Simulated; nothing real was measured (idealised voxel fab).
Module name: voxel released beams (process module)
Xsec cut, 200 nm wide, square cell size 5 nm.
Cross-sections here: square-cell grids, written as top-down lists of bands, a band being one or more rows of cells. It is stipulated that each band's entry specify, in nanometres, the height of the top of the band and then that of its bottom, followed by the materials of the band in left-to-right sequence, each together with its width in nanometres. A single material marked by the word "full width" is understood to fill the band from edge to edge; the word "air" is understood to denote empty space. For the purposes of this specification, 0 denotes the height below which the wafer in its as-received condition is composed wholly of one material, and the lowermost band, lacking a lower limit, extends downward without end, as expressed in "0 nm and below". The two numbers in a width such as "30 to 40" mark its ends across the band: the first belongs to the top row of cells, the second to the bottom row, and from each row to the next the width moves by the same amount. Where the words "nothing was modified" appear for a step, the cross-section shows no cell changed by that step; every cell remained as before. So "Fully sealed cavities" is basically the list of trapped voids: any empty space of 8 cells or more that can't reach the top through an opening. They're written width x height at distance, the distance being from the left edge, and it's all nm. Past the settings on a step's line: simulator remark, on that step. "overlay nm" answers the question of how far to the right of plan the mask lay on a step that has a mask, and when it is negative the answer is to the left.

### plan
step 1: RECEIVE | material Si
step 2: CONFORMAL_DEP | material SiN | thk nm 5
step 3: DIRECTIONAL_DEP | material SiO2 | thk nm 20
step 4: PATTERN | tone open | mask id ANCHOR | material resist | width nm 35 | thk nm 20 | overlay nm 0
step 5: DIRECTIONAL_ETCH | etch materials SiO2 | depth nm 20
step 6: STRIP | etch materials resist
step 7: CONFORMAL_DEP | material TiN | thk nm 15
step 8: MASKED_ETCH | tone cover | mask id BEAM | width nm 120 | etch materials TiN | depth nm 15 | overlay nm 0
step 9: STRIP | etch materials SiO2

### First of the two wafers, run per plan

### Cross-section of the wafer as it came to us, i.e., already through step 1
- 0 nm and below: Si full width
- Fully sealed cavities: none

### How the wafer stands in section after step 2
- 5 nm to 0 nm: SiN full width
- Whatever lies below 0 is exactly as it was before.

### How the wafer stands in section after step 3
- 25 nm to 5 nm: SiO2 full width
- Whatever lies below 5 is exactly as it was before.

### How the wafer stands in section after step 4
- 45 nm to 25 nm: resist 40 | air 35 | resist 125
- Whatever lies below 25 is exactly as it was before.

### How the wafer stands in section after step 5
- 45 nm to 25 nm: resist 40 | air 35 | resist 125
- 25 nm to 5 nm: SiO2 40 | air 35 | SiO2 125
- Whatever lies below 5 is exactly as it was before.

### How the wafer stands in section after step 6
- 25 nm to 5 nm: SiO2 40 | air 35 | SiO2 125
- Whatever lies below 5 is exactly as it was before.

### How the wafer stands in section after step 7
- 40 nm to 25 nm: TiN 55 | air 5 | TiN 140
- 25 nm to 20 nm: SiO2 40 | TiN 15 | air 5 | TiN 15 | SiO2 125
- 20 nm to 5 nm: SiO2 40 | TiN 35 | SiO2 125
- Whatever lies below 5 is exactly as it was before.

### How the wafer stands in section after step 8
- 40 nm to 25 nm: air 35 | TiN 20 | air 5 | TiN 95 | air 45
- Whatever lies below 25 is exactly as it was before.

### How the wafer stands in section after step 9
- 40 nm to 25 nm: air 35 | TiN 20 | air 5 | TiN 95 | air 45
- 25 nm to 20 nm: air 40 | TiN 15 | air 5 | TiN 15 | air 125
- 20 nm to 5 nm: air 40 | TiN 35 | air 125
- Whatever lies below 5 is exactly as it was before.

### Second wafer. Start and plan as for the first. One mistake made in running. Agrees with the first up to and including step 7

### Second wafer cross-section, taken as of the time the plan sets for step 8 to be done
- 40 nm to 25 nm: air 40 | TiN 15 | air 5 | TiN 100 | air 40
- Whatever lies below 25 is exactly as it was before.

### Second wafer cross-section, taken as of the time the plan sets for step 9 to be done
- 40 nm to 25 nm: air 40 | TiN 15 | air 5 | TiN 100 | air 40
- 25 nm to 20 nm: air 40 | TiN 15 | air 5 | TiN 15 | air 125
- 20 nm to 5 nm: air 40 | TiN 35 | air 125
- Whatever lies below 5 is exactly as it was before.
Short version of what went wrong: step 8 was not run as planned; what actually ran was MASKED_ETCH | tone cover | mask id BEAM | width nm 120 | etch materials TiN | depth nm 15 | overlay nm 5
At the end, each material covers as many cells on the second wafer as it does on the first, though the cells it covers are elsewhere.
